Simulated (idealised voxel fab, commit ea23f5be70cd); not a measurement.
Process module name: voxel gate over fins
The cross-section shown here is cut; it is 290 nm wide and divided into square cells measuring 5 nm on a side.
How to read a cross-section here: the picture is a grid of square cells, written as bands going from the top down, and any band can span one or more rows of cells. It is stipulated that each band's entry specify, in nanometres, the height of the top of the band and then that of its bottom, followed by the materials of the band in left-to-right sequence, each together with its width in nanometres. A single material marked by the word "full width" is understood to fill the band from edge to edge; the word "blank" is understood to denote empty space. Heights from 0 (as-received wafer is one material below). Bottom band endless downward, as "from 0 down". So if you see something like "30 to 40" for the width, read it as the top row of the band sitting at the first number and the bottom row at the second, with every row in between moving by the same amount as the last. Step note "same as before" = no cross-section cell changed. The label "Closed voids list" introduces a list of the empty spaces, 8 cells or larger, that have no open way up to the top; each entry in it reads width x height at distance, where the distance is taken from the left edge and all three are stated in nm. If you see something after the settings on a step's line, that's the simulator's own remark about that step. overlay nm: how far to the right of its planned place the mask lay on this masked step (negative: to the left).
So here's the lineup of process steps we planned:
1,RECEIVE: material Si
2,CONFORMAL_DEP: material SiN, thk nm 5
3,PATTERN: tone cover, mask id FINS, material resist, width nm 15, pitch nm 40, thk nm 15, overlay nm 0
4,DIRECTIONAL_ETCH: etch materials SiN, depth nm 5
5,DIRECTIONAL_ETCH: etch materials Si, depth nm 35
6,STRIP: etch materials resist
7,OXIDIZE: depth nm 5
8,FILL_DEP: material SiO2, thk nm 5
9,CMP: height nm 5
10,SELECTIVE_ETCH: etch materials SiO2, depth nm 20
11,STRIP: etch materials SiN
12,CONFORMAL_DEP: material HfO2, thk nm 5
13,CONFORMAL_DEP: material TiN, thk nm 5
14,FILL_DEP: material W, thk nm 15
15,CMP: height nm 20
16,CONFORMAL_DEP: material SiN, thk nm 10
As-received wafer cross-section (after step 1):
    from 0 down = Si full width
    Closed voids list: none
First of two wafers: cross-section at end of module, run per plan:
    from 30 to 20 = SiN full width
    from 20 to 10 = W full width
    from 10 to 5 = W (70), TiN (25), W (15), TiN (25), W (15), TiN (25), W (15), TiN (25), W (75)
    from 5 to 0 = W (70), TiN (5), HfO2 (15), TiN (5), W (15), TiN (5), HfO2 (15), TiN (5), W (15), TiN (5), HfO2 (15), TiN (5), W (15), TiN (5), HfO2 (15), TiN (5), W (75)
    from 0 to -5 = W (70), TiN (5), HfO2 (5), Si (5), HfO2 (5), TiN (5), W (15), TiN (5), HfO2 (5), Si (5), HfO2 (5), TiN (5), W (15), TiN (5), HfO2 (5), Si (5), HfO2 (5), TiN (5), W (15), TiN (5), HfO2 (5), Si (5), HfO2 (5), TiN (5), W (75)
    from -5 to -10 = TiN (75), HfO2 (5), Si (5), HfO2 (5), TiN (25), HfO2 (5), Si (5), HfO2 (5), TiN (25), HfO2 (5), Si (5), HfO2 (5), TiN (25), HfO2 (5), Si (5), HfO2 (5), TiN (80)
    from -10 to -15 = HfO2 (80), Si (5), HfO2 (35), Si (5), HfO2 (35), Si (5), HfO2 (35), Si (5), HfO2 (85)
    from -15 to -40 = SiO2 (80), Si (5), SiO2 (35), Si (5), SiO2 (35), Si (5), SiO2 (35), Si (5), SiO2 (85)
    from -40 down = Si full width
    Closed voids list: none
Cross-sectional image of the second wafer of the two following completion of the module. Starting state and process plan were the same as for the first wafer; one execution error occurred:
    from 30 to 20 = SiN full width
    from 20 to 5 = W full width
    from 5 to 0 = W (75), TiN (15), W (25), TiN (15), W (25), TiN (15), W (25), TiN (15), W (80)
    from 0 to -10 = W (75), TiN (5), Si (5), TiN (5), W (25), TiN (5), Si (5), TiN (5), W (25), TiN (5), Si (5), TiN (5), W (25), TiN (5), Si (5), TiN (5), W (80)
    from -10 to -15 = TiN (80), Si (5), TiN (35), Si (5), TiN (35), Si (5), TiN (35), Si (5), TiN (85)
    from -15 to -40 = SiO2 (80), Si (5), SiO2 (35), Si (5), SiO2 (35), Si (5), SiO2 (35), Si (5), SiO2 (85)
    from -40 down = Si full width
    Closed voids list: none
What broke from the plan during processing? plan step 12 skipped
At the finish, the second wafer shows more or fewer cells for some materials than the first does: HfO2 -82; W +82
